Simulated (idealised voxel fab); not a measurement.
Module name: voxel capacitor over wiring (process module)
FYI the section here is cut, 200 nm wide, cells are 5 nm squares.
Cross-sections here: square-cell grids, written as top-down lists of bands, a band being one or more rows of cells.
First you get the band's top height and its bottom height, in nm, and then the materials it's made of, left to right, with each width in nm. If you see a single material with "edge to edge", that one covers the band edge to edge. "air" is empty space.
Height is counted from the level 0, under which the received wafer is composed throughout of one material. The lowest of the bands is not closed at the bottom but continues downward, in the notation "from 0 down".
Think of "30 to 40" as a width that walks from the first number to the second as you go down the band, top row to bottom row, taking equal-sized steps from row to row.
Where the words "stayed the same" appear for a step, the cross-section shows no cell changed by that step; every cell remained as before.
Reported under the label "Non-vented voids" are the empty spaces having no open way to the top and comprising 8 cells or more; the notation for each is width x height at distance, in which the distance is measured from the left edge and all three values are in nm.
It should be noted that, on the line of a given step, the content following the step's settings is a remark produced by the simulator itself with respect to that step.
The line of a step may include "overlay nm". On a step with a mask, this value is how far to the right of its planned place the mask lay. A negative value means the mask lay to the left.

### The following list gives the planned process steps
step 1: RECEIVE with material Si
step 2: CONFORMAL_DEP with material SiO2, thk nm 15
step 3: DIRECTIONAL_DEP with material TiN, thk nm 5
step 4: DIRECTIONAL_DEP with material Ru, thk nm 20
step 5: MASKED_ETCH with tone cover, mask id METAL_1, width nm 20, pitch nm 90, etch materials Ru, depth nm 20, overlay nm 0
step 6: MASKED_ETCH with tone cover, mask id METAL_1, width nm 20, pitch nm 90, etch materials TiN, depth nm 5, overlay nm 0
step 7: FILL_DEP with material SiO2, thk nm 10
step 8: CMP with height nm 40
step 9: CONFORMAL_DEP with material SiCN, thk nm 5
step 10: DIRECTIONAL_DEP with material lowk, thk nm 15
step 11: MASKED_ETCH with tone open, mask id PLUG_1, width nm 15, etch materials lowk, depth nm 15, overlay nm 0
step 12: MASKED_ETCH with tone open, mask id PLUG_1, width nm 15, etch materials SiCN, depth nm 5, overlay nm 0
step 13: EPI with material Ru, thk nm 10
step 14: EPI with material Ru, thk nm 10
step 15: DIRECTIONAL_DEP with material TiN, thk nm 10
step 16: DIRECTIONAL_DEP with material SiN, thk nm 5
step 17: DIRECTIONAL_DEP with material TiN, thk nm 10
step 18: DIRECTIONAL_DEP with material aC, thk nm 15
step 19: PATTERN with tone cover, mask id UPPER_PLATE, material resist, width nm 75, thk nm 30, overlay nm 0
step 20: DIRECTIONAL_ETCH with etch materials aC, depth nm 15
step 21: STRIP with etch materials resist
step 22: DIRECTIONAL_ETCH with etch materials TiN, depth nm 10
step 23: DIRECTIONAL_ETCH with etch materials SiN, depth nm 5
step 24: STRIP with etch materials aC
step 25: MASKED_ETCH with tone cover, mask id LOWER_PLATE, width nm 85, etch materials TiN, depth nm 5, overlay nm 0
step 26: FILL_DEP with material SiO2, thk nm 20
step 27: CMP with height nm 100
step 28: PATTERN with tone open, mask id PLUG_2, material resist, width nm 15, thk nm 15, overlay nm 0
step 29: DIRECTIONAL_ETCH with etch materials SiO2, depth nm 15
step 30: STRIP with etch materials resist
step 31: CONFORMAL_DEP with material TiN, thk nm 5
step 32: FILL_DEP with material W, thk nm 10
step 33: CMP with height nm 100
step 34: CONFORMAL_DEP with material SiCN, thk nm 5
Keep in mind the plan's value for the depth nm of step 25 comes from the first wafer; the wafers don't share that setting, but they do share the same starting point.

### Received condition of the first of several wafers, sectioned: post-step 1
> from 0 down | Si edge to edge
> Non-vented voids: none

### The figure below presents a cross-section of the first of several wafers at the conclusion of the module, following its last step, step 34
> from 105 to 100 | SiCN edge to edge
> from 100 to 90 | SiO2=60  TiN=5  W=5  TiN=5  SiO2=125
> from 90 to 85 | SiO2=60  TiN=15  SiO2=125
> from 85 to 75 | SiO2=50  TiN=75  SiO2=75
> from 75 to 70 | SiO2=50  SiN=75  SiO2=75
> from 70 to 65 | SiO2=45  TiN=85  SiO2=70
> from 65 to 60 | TiN edge to edge
> from 60 to 45 | lowk=50  Ru=15  lowk=135
> from 45 to 40 | SiCN=50  Ru=15  SiCN=135
> from 40 to 20 | SiO2=45  Ru=20  SiO2=70  Ru=20  SiO2=45
> from 20 to 15 | SiO2=45  TiN=20  SiO2=70  TiN=20  SiO2=45
> from 15 to 0 | SiO2 edge to edge
> from 0 down | Si edge to edge
> Non-vented voids: none

### last wafer at the end
> from 105 to 100 | SiCN edge to edge
> from 100 to 90 | SiO2=60  TiN=5  W=5  TiN=5  SiO2=125
> from 90 to 85 | SiO2=60  TiN=15  SiO2=125
> from 85 to 75 | SiO2=50  TiN=75  SiO2=75
> from 75 to 70 | SiO2=50  SiN=75  SiO2=75
> from 70 to 60 | SiO2=45  TiN=85  SiO2=70
> from 60 to 45 | lowk=50  Ru=15  lowk=135
> from 45 to 40 | SiCN=50  Ru=15  SiCN=135
> from 40 to 20 | SiO2=45  Ru=20  SiO2=70  Ru=20  SiO2=45
> from 20 to 15 | SiO2=45  TiN=20  SiO2=70  TiN=20  SiO2=45
> from 15 to 0 | SiO2 edge to edge
> from 0 down | Si edge to edge
> Non-vented voids: none

### Below, a row for every wafer. Read it as the end-of-module picture: for each material the wafer shows its cells gained (+) or lost (-) since it was received, and then its closed voids
depth nm 5 | +44 Ru | +77 SiCN | +15 SiN | +489 SiO2 | +102 TiN | +2 W | +111 lowk | Non-vented voids: none
depth nm 10 | +44 Ru | +77 SiCN | +15 SiN | +512 SiO2 | +79 TiN | +2 W | +111 lowk | Non-vented voids: none
depth nm 15 | +44 Ru | +77 SiCN | +15 SiN | +512 SiO2 | +79 TiN | +2 W | +111 lowk | Non-vented voids: none
depth nm 20 | +44 Ru | +77 SiCN | +15 SiN | +512 SiO2 | +79 TiN | +2 W | +111 lowk | Non-vented voids: none
depth nm 25 | +44 Ru | +77 SiCN | +15 SiN | +512 SiO2 | +79 TiN | +2 W | +111 lowk | Non-vented voids: none
